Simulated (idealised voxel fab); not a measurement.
The process module that follows is named voxel self aligned vias.
Cross-sectional view cut (width: 160 nm; square cell size: 5 nm).
Throughout this document, each cross-section is represented as a grid of square cells and is presented as a sequence of bands enumerated from the top downward, where a band comprises one or more rows of cells. Heights first: top, then bottom, in nm. Then materials, left to right, each with a width in nm. "all across" on a single material: fills the band edge to edge. "empty": empty space. Beneath 0, the wafer as received is one material, and that level is where height counting begins. The lowest band goes on downward without a bottom; it is written like "z 0 and below". Note: "30..40" means the width goes from the first number (top row of the band) to the second number (bottom row) in equal steps per row of cells. The designation "remained the same", where it is given for a processing step, indicates that no cell of the cross-section was altered in the course of that step. Each empty space that has no open way to the top and spans at least 8 cells appears under "Fully enclosed voids" as width x height at distance, the distance counted from the left edge, all in nm. That trailing text on a step's line, after the settings, is the simulator's own remark on the step. A step's line can hold "overlay nm"; with a mask on that step, the setting says how far right of the planned place the mask lay, while a negative setting says it lay to the left.

### Below is the list of planned process steps
| 1 | RECEIVE, material Si |
| 2 | CONFORMAL_DEP, material SiO2, thk nm 15 |
| 3 | CONFORMAL_DEP, material SiCN, thk nm 5 |
| 4 | DIRECTIONAL_DEP, material lowk, thk nm 20 |
| 5 | MASKED_ETCH, tone open, mask id LINES, width nm 20, pitch nm 45, etch materials lowk, depth nm 20, overlay nm 0 |
| 6 | CONFORMAL_DEP, material TiN, thk nm 5 |
| 7 | FILL_DEP, material W, thk nm 5 |
| 8 | CMP, height nm 40 |
| 9 | SELECTIVE_ETCH, etch materials W Ru TiN, depth nm 10 |
| 10 | FILL_DEP, material SiN, thk nm 5 |
| 11 | CMP, height nm 40 |
| 12 | DIRECTIONAL_DEP, material lowk, thk nm 15 |
| 13 | PATTERN, tone open, mask id VIAS, material resist, width nm 30, pitch nm 45, thk nm 20, overlay nm 0 |
| 14 | DIRECTIONAL_ETCH, etch materials lowk, depth nm 15 |
| 15 | DIRECTIONAL_ETCH, etch materials SiN, depth nm 10 |
| 16 | STRIP, etch materials resist |
| 17 | CONFORMAL_DEP, material TiN, thk nm 5 |
| 18 | FILL_DEP, material Ru, thk nm 5 |
| 19 | CMP, height nm 55 |
| 20 | CONFORMAL_DEP, material SiN, thk nm 5 |

### Run as planned: first of two wafers

### As-received state of the wafer in cross-section, equivalent to post-step 1
    z 0 and below  Si all across
    Fully enclosed voids: none

### So this is the wafer cross-section right after step 2
    z 15 to 0  SiO2 all across
    Everything below 0 is unchanged.

### So this is the wafer cross-section right after step 3
    z 20 to 15  SiCN all across
    Everything below 15 is unchanged.

### So this is the wafer cross-section right after step 4
    z 40 to 20  lowk all across
    Everything below 20 is unchanged.

### So this is the wafer cross-section right after step 5
    z 40 to 20  45 of lowk  20 of empty  25 of lowk  20 of empty  50 of lowk
    Everything below 20 is unchanged.

### So this is the wafer cross-section right after step 6
    z 45 to 40  50 of TiN  10 of empty  35 of TiN  10 of empty  55 of TiN
    z 40 to 25  45 of lowk  5 of TiN  10 of empty  5 of TiN  25 of lowk  5 of TiN  10 of empty  5 of TiN  50 of lowk
    z 25 to 20  45 of lowk  20 of TiN  25 of lowk  20 of TiN  50 of lowk
    Everything below 20 is unchanged.

### So this is the wafer cross-section right after step 7
    z 50 to 45  W all across
    z 45 to 40  50 of TiN  10 of W  35 of TiN  10 of W  55 of TiN
    z 40 to 25  45 of lowk  5 of TiN  10 of W  5 of TiN  25 of lowk  5 of TiN  10 of W  5 of TiN  50 of lowk
    Everything below 25 is unchanged.

### So this is the wafer cross-section right after step 8
    z 40 to 25  45 of lowk  5 of TiN  10 of W  5 of TiN  25 of lowk  5 of TiN  10 of W  5 of TiN  50 of lowk
    Everything below 25 is unchanged.

### So this is the wafer cross-section right after step 9
    z 40 to 30  45 of lowk  20 of empty  25 of lowk  20 of empty  50 of lowk
    Everything below 30 is unchanged.

### So this is the wafer cross-section right after step 10
    z 45 to 40  SiN all across
    z 40 to 30  45 of lowk  20 of SiN  25 of lowk  20 of SiN  50 of lowk
    Everything below 30 is unchanged.

### So this is the wafer cross-section right after step 11
    z 40 to 30  45 of lowk  20 of SiN  25 of lowk  20 of SiN  50 of lowk
    Everything below 30 is unchanged.

### So this is the wafer cross-section right after step 12
    z 55 to 40  lowk all across
    Everything below 40 is unchanged.

### So this is the wafer cross-section right after step 13
    z 75 to 55  40 of resist  30 of empty  15 of resist  30 of empty  45 of resist
    Everything below 55 is unchanged.

### So this is the wafer cross-section right after step 14
    z 75 to 55  40 of resist  30 of empty  15 of resist  30 of empty  45 of resist
    z 55 to 40  40 of lowk  30 of empty  15 of lowk  30 of empty  45 of lowk
    Everything below 40 is unchanged.

### So this is the wafer cross-section right after step 15
    z 75 to 55  40 of resist  30 of empty  15 of resist  30 of empty  45 of resist
    z 55 to 40  40 of lowk  30 of empty  15 of lowk  30 of empty  45 of lowk
    z 40 to 30  45 of lowk  20 of empty  25 of lowk  20 of empty  50 of lowk
    Everything below 30 is unchanged.

### So this is the wafer cross-section right after step 16
    z 55 to 40  40 of lowk  30 of empty  15 of lowk  30 of empty  45 of lowk
    Everything below 40 is unchanged.

### So this is the wafer cross-section right after step 17
    z 60 to 55  45 of TiN  20 of empty  25 of TiN  20 of empty  50 of TiN
    z 55 to 45  40 of lowk  5 of TiN  20 of empty  5 of TiN  15 of lowk  5 of TiN  20 of empty  5 of TiN  45 of lowk
    z 45 to 35  40..45 of lowk  10..5 of TiN  10 of empty  10..5 of TiN  15..25 of lowk  10..5 of TiN  10 of empty  10..5 of TiN  45..50 of lowk
    z 35 to 30  45 of lowk  20 of TiN  25 of lowk  20 of TiN  50 of lowk
    Everything below 30 is unchanged.

### So this is the wafer cross-section right after step 18
    z 65 to 60  Ru all across
    z 60 to 55  45 of TiN  20 of Ru  25 of TiN  20 of Ru  50 of TiN
    z 55 to 45  40 of lowk  5 of TiN  20 of Ru  5 of TiN  15 of lowk  5 of TiN  20 of Ru  5 of TiN  45 of lowk
    z 45 to 35  40..45 of lowk  10..5 of TiN  10 of Ru  10..5 of TiN  15..25 of lowk  10..5 of TiN  10 of Ru  10..5 of TiN  45..50 of lowk
    Everything below 35 is unchanged.

### So this is the wafer cross-section right after step 19
    z 55 to 45  40 of lowk  5 of TiN  20 of Ru  5 of TiN  15 of lowk  5 of TiN  20 of Ru  5 of TiN  45 of lowk
    Everything below 45 is unchanged.

### So this is the wafer cross-section right after step 20
    z 60 to 55  SiN all across
    Everything below 55 is unchanged.

### The second wafer began exactly as the first did and followed the same plan, but one mistake was made while running it; through step 1 inclusive, the two wafers are identical

### Second wafer profile in section, at the moment step 2 of the plan was meant to be complete
    z 25 to 0  SiO2 all across
    Everything below 0 is unchanged.

### Second wafer profile in section, at the moment step 3 of the plan was meant to be complete
    z 30 to 25  SiCN all across
    Everything below 25 is unchanged.

### Second wafer profile in section, at the moment step 4 of the plan was meant to be complete
    z 50 to 30  lowk all across
    Everything below 30 is unchanged.

### Second wafer profile in section, at the moment step 5 of the plan was meant to be complete
    z 50 to 30  45 of lowk  20 of empty  25 of lowk  20 of empty  50 of lowk
    Everything below 30 is unchanged.

### Second wafer profile in section, at the moment step 6 of the plan was meant to be complete
    z 55 to 50  50 of TiN  10 of empty  35 of TiN  10 of empty  55 of TiN
    z 50 to 35  45 of lowk  5 of TiN  10 of empty  5 of TiN  25 of lowk  5 of TiN  10 of empty  5 of TiN  50 of lowk
    z 35 to 30  45 of lowk  20 of TiN  25 of lowk  20 of TiN  50 of lowk
    Everything below 30 is unchanged.

### Second wafer profile in section, at the moment step 7 of the plan was meant to be complete
    z 60 to 55  W all across
    z 55 to 50  50 of TiN  10 of W  35 of TiN  10 of W  55 of TiN
    z 50 to 35  45 of lowk  5 of TiN  10 of W  5 of TiN  25 of lowk  5 of TiN  10 of W  5 of TiN  50 of lowk
    Everything below 35 is unchanged.

### Second wafer profile in section, at the moment step 8 of the plan was meant to be complete
    z 40 to 35  45 of lowk  5 of TiN  10 of W  5 of TiN  25 of lowk  5 of TiN  10 of W  5 of TiN  50 of lowk
    Everything below 35 is unchanged.

### Second wafer profile in section, at the moment step 9 of the plan was meant to be complete
    z 40 to 30  45 of lowk  20 of empty  25 of lowk  20 of empty  50 of lowk
    Everything below 30 is unchanged.

### Second wafer profile in section, at the moment step 10 of the plan was meant to be complete
    z 45 to 40  SiN all across
    z 40 to 30  45 of lowk  20 of SiN  25 of lowk  20 of SiN  50 of lowk
    Everything below 30 is unchanged.

### Second wafer profile in section, at the moment step 11 of the plan was meant to be complete
    z 40 to 30  45 of lowk  20 of SiN  25 of lowk  20 of SiN  50 of lowk
    Everything below 30 is unchanged.

### Second wafer profile in section, at the moment step 12 of the plan was meant to be complete
    z 55 to 40  lowk all across
    Everything below 40 is unchanged.

### Second wafer profile in section, at the moment step 13 of the plan was meant to be complete
    z 75 to 55  40 of resist  30 of empty  15 of resist  30 of empty  45 of resist
    Everything below 55 is unchanged.

### Second wafer profile in section, at the moment step 14 of the plan was meant to be complete
    z 75 to 55  40 of resist  30 of empty  15 of resist  30 of empty  45 of resist
    z 55 to 40  40 of lowk  30 of empty  15 of lowk  30 of empty  45 of lowk
    Everything below 40 is unchanged.

### Second wafer profile in section, at the moment step 15 of the plan was meant to be complete
    z 75 to 55  40 of resist  30 of empty  15 of resist  30 of empty  45 of resist
    z 55 to 40  40 of lowk  30 of empty  15 of lowk  30 of empty  45 of lowk
    z 40 to 30  45 of lowk  20 of empty  25 of lowk  20 of empty  50 of lowk
    Everything below 30 is unchanged.

### Second wafer profile in section, at the moment step 16 of the plan was meant to be complete
    z 55 to 40  40 of lowk  30 of empty  15 of lowk  30 of empty  45 of lowk
    Everything below 40 is unchanged.

### Second wafer profile in section, at the moment step 17 of the plan was meant to be complete
    z 60 to 55  45 of TiN  20 of empty  25 of TiN  20 of empty  50 of TiN
    z 55 to 45  40 of lowk  5 of TiN  20 of empty  5 of TiN  15 of lowk  5 of TiN  20 of empty  5 of TiN  45 of lowk
    z 45 to 35  40..45 of lowk  10..5 of TiN  10 of empty  10..5 of TiN  15..25 of lowk  10..5 of TiN  10 of empty  10..5 of TiN  45..50 of lowk
    z 35 to 30  45 of lowk  20 of TiN  25 of lowk  20 of TiN  50 of lowk
    Everything below 30 is unchanged.

### Second wafer profile in section, at the moment step 18 of the plan was meant to be complete
    z 65 to 60  Ru all across
    z 60 to 55  45 of TiN  20 of Ru  25 of TiN  20 of Ru  50 of TiN
    z 55 to 45  40 of lowk  5 of TiN  20 of Ru  5 of TiN  15 of lowk  5 of TiN  20 of Ru  5 of TiN  45 of lowk
    z 45 to 35  40..45 of lowk  10..5 of TiN  10 of Ru  10..5 of TiN  15..25 of lowk  10..5 of TiN  10 of Ru  10..5 of TiN  45..50 of lowk
    Everything below 35 is unchanged.

### Second wafer profile in section, at the moment step 19 of the plan was meant to be complete
    z 55 to 45  40 of lowk  5 of TiN  20 of Ru  5 of TiN  15 of lowk  5 of TiN  20 of Ru  5 of TiN  45 of lowk
    Everything below 45 is unchanged.

### Second wafer profile in section, at the moment step 20 of the plan was meant to be complete
    z 60 to 55  SiN all across
    Everything below 55 is unchanged.
In executing the process, a mistake was made relative to the plan: step 2 ran with different settings than intended, the actual operation and settings being CONFORMAL_DEP, material SiO2, thk nm 25
Counted in cells at the end, the second wafer holds more or fewer of these materials than the first: 64 more of SiO2, 12 fewer of TiN, 4 fewer of W, 48 fewer of lowk
